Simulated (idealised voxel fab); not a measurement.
Process module, titled voxel double patterning
We display cut, a cross-section 255 nm in width whose square cells are each 5 nm.
How to read a cross-section here: the picture is a grid of square cells, written as bands going from the top down, and any band can span one or more rows of cells. Heads up on the band format: heights come first, top then bottom, in nm. After that it's the materials left to right, each with its width in nm. A single material flagged "everywhere" fills the whole band edge to edge, and "empty" means there's empty space there. Zero point of the height axis is 0; under it, received wafer = one material. Lowest band: continues down indefinitely, "z 0 and below". Graded width ("30..40"): value in top row of band = first number; value in bottom row = second number; row-to-row change constant. You'll sometimes find "stayed the same" written for a step, and that's the way of saying that nowhere in the cross-section did a cell change during that step. "Trapped void list" - sealed voids, min. 8 cells, no opening to top; format: width x height at distance (distance from left edge; nm throughout). Text after the settings on a step's line: the simulator's own remark on that step. A step line may carry the setting "overlay nm", which, for steps involving a mask, states the distance by which the mask lay to the right of its intended position; negative values denote displacement to the left.
**Steps in the process plan**
- 1: RECEIVE, material Si
- 2: CONFORMAL_DEP, material SiO2, thk nm 10
- 3: DIRECTIONAL_DEP, material polySi, thk nm 15
- 4: DIRECTIONAL_DEP, material SiCN, thk nm 5
- 5: PATTERN, tone open, mask id FIRST, material resist, width nm 15, pitch nm 50, thk nm 15, overlay nm 0
- 6: DIRECTIONAL_ETCH, etch materials SiCN, depth nm 5
- 7: STRIP, etch materials resist
- 8: MASKED_ETCH, tone open, mask id SECOND, width nm 15, etch materials SiCN, depth nm 5, overlay nm 0
- 9: DIRECTIONAL_ETCH, etch materials polySi, depth nm 15
- 10: STRIP, etch materials SiCN
**First of the two wafers, run per plan**
**As-received wafer cross-section (after step 1)**
    z 0 and below  Si everywhere
    Trapped void list: none
**Cross-section of the wafer after step 2**
    z 10 to 0  SiO2 everywhere
    Heights below 0 show no change.
**Cross-section of the wafer after step 3**
    z 25 to 10  polySi everywhere
    Heights below 10 show no change.
**Cross-section of the wafer after step 4**
    z 30 to 25  SiCN everywhere
    Heights below 25 show no change.
**Cross-section of the wafer after step 5**
    z 45 to 30  resist=95 | empty=15 | resist=35 | empty=15 | resist=95
    Heights below 30 show no change.
**Cross-section of the wafer after step 6**
    z 45 to 30  resist=95 | empty=15 | resist=35 | empty=15 | resist=95
    z 30 to 25  SiCN=95 | empty=15 | SiCN=35 | empty=15 | SiCN=95
    Heights below 25 show no change.
**Cross-section of the wafer after step 7**
    z 30 to 25  SiCN=95 | empty=15 | SiCN=35 | empty=15 | SiCN=95
    Heights below 25 show no change.
**Cross-section of the wafer after step 8**
    z 30 to 25  SiCN=95 | empty=15 | SiCN=10 | empty=15 | SiCN=10 | empty=15 | SiCN=95
    Heights below 25 show no change.
**Cross-section of the wafer after step 9**
    z 30 to 25  SiCN=95 | empty=15 | SiCN=10 | empty=15 | SiCN=10 | empty=15 | SiCN=95
    z 25 to 10  polySi=95 | empty=15 | polySi=10 | empty=15 | polySi=10 | empty=15 | polySi=95
    Heights below 10 show no change.
**Cross-section of the wafer after step 10**
    z 25 to 10  polySi=95 | empty=15 | polySi=10 | empty=15 | polySi=10 | empty=15 | polySi=95
    Heights below 10 show no change.
**Second of two: same start, same plan, one run error; steps up to and including 7 match the first**
**Second wafer, cross-section, planned end of step 8**
    z 30 to 25  SiCN=95 | empty=15 | SiCN=10 | empty=20 | SiCN=5 | empty=15 | SiCN=95
    Heights below 25 show no change.
**Second wafer, cross-section, planned end of step 9**
    z 30 to 25  SiCN=95 | empty=15 | SiCN=10 | empty=20 | SiCN=5 | empty=15 | SiCN=95
    z 25 to 10  polySi=95 | empty=15 | polySi=10 | empty=20 | polySi=5 | empty=15 | polySi=95
    Heights below 10 show no change.
**Second wafer, cross-section, planned end of step 10**
    z 25 to 10  polySi=95 | empty=15 | polySi=10 | empty=20 | polySi=5 | empty=15 | polySi=95
    Heights below 10 show no change.
What went wrong in running the wafer? step 8 was run on a setting that differed from the plan, and what really ran there is MASKED_ETCH, tone open, mask id SECOND, width nm 20, etch materials SiCN, depth nm 5, overlay nm 0
Final comparison by cell count, materials where the second wafer has more or fewer than the first: polySi -3
